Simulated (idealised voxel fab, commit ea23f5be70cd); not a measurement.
Module name: voxel ribs on slabs (process module)
This is section cut - it's 215 nm across, gridded in 5 nm square cells.
How to read a cross-section here: the picture is a grid of square cells, written as bands going from the top down, and any band can span one or more rows of cells.
In this notation a band is specified by the heights of its top and bottom, in that order and in nm, after which its materials appear from left to right, each paired with its width in nm. The word "edge to edge" attached to a single material means that material fills the band from edge to edge; the word "blank" stands for empty space.
All heights in this document are referenced to 0, defined as the level beneath which the wafer, as received, consists entirely of one material. The lowest band is not bounded below; it extends indefinitely downward and is written in the form "0 nm and below".
You'd read "30->40" like this: the band's top row of cells is as wide as the first number, its bottom row is as wide as the second, and going down, every row changes width by the same amount as the row before did.
"no alteration" after a step means that no cell of the cross-section changed.
Enclosed voids (no open way to top), threshold 8 cells or more, entry "Enclosed void inventory", notation width x height at distance, distance from left edge, nm.
On a step's line, text after the settings is the simulator commenting on that step.
"overlay nm" on a masked step: distance the mask lay right of its planned place, negative for left.
-- Process steps foreseen in the plan
1) RECEIVE: material Si
2) DIRECTIONAL_DEP: material SiO2, thk nm 20
3) DIRECTIONAL_DEP: material SiN, thk nm 25
4) MASKED_ETCH: tone cover, mask id RIB, width nm 30, etch materials SiN, depth nm 10, overlay nm 0
5) MASKED_ETCH: tone cover, mask id SLAB, width nm 70, etch materials SiN, depth nm 15, overlay nm 0
6) FILL_DEP: material SiO2, thk nm 20
7) CMP: height nm 55
8) DIRECTIONAL_DEP: material W, thk nm 5
9) MASKED_ETCH: tone cover, mask id HEATER, width nm 40, etch materials W, depth nm 5, overlay nm 0
10) CONFORMAL_DEP: material SiO2, thk nm 5
-- Received-state cross-section, reflecting completion of step 1
	0 nm and below  Si edge to edge
	Enclosed void inventory: none
-- Sectioned view, first of two wafers, at the close of the module, processed as intended in the plan
	65 nm to 60 nm  80 blank, 50 SiO2, 85 blank
	60 nm to 55 nm  85 SiO2, 40 W, 90 SiO2
	55 nm to 45 nm  SiO2 edge to edge
	45 nm to 35 nm  90 SiO2, 30 SiN, 95 SiO2
	35 nm to 20 nm  70 SiO2, 70 SiN, 75 SiO2
	20 nm to 0 nm  SiO2 edge to edge
	0 nm and below  Si edge to edge
	Enclosed void inventory: none
-- Same start, same plan as the first wafer - but one mistake in the run. Cross-section of the second of the two at the end of the module
	65 nm to 60 nm  80 blank, 50 SiO2, 85 blank
	60 nm to 55 nm  85 SiO2, 40 W, 90 SiO2
	55 nm to 45 nm  SiO2 edge to edge
	45 nm to 30 nm  90 SiO2, 30 SiN, 95 SiO2
	30 nm to 20 nm  70 SiO2, 70 SiN, 75 SiO2
	20 nm to 0 nm  SiO2 edge to edge
	0 nm and below  Si edge to edge
	Enclosed void inventory: none
What was done differently from what was planned? step 4 off recipe, ran as MASKED_ETCH: tone cover, mask id RIB, width nm 30, etch materials SiN, depth nm 15, overlay nm 0
Looking at both finished wafers in cells, the second ends up ahead of or behind the first on some materials: SiN -8, SiO2 +8
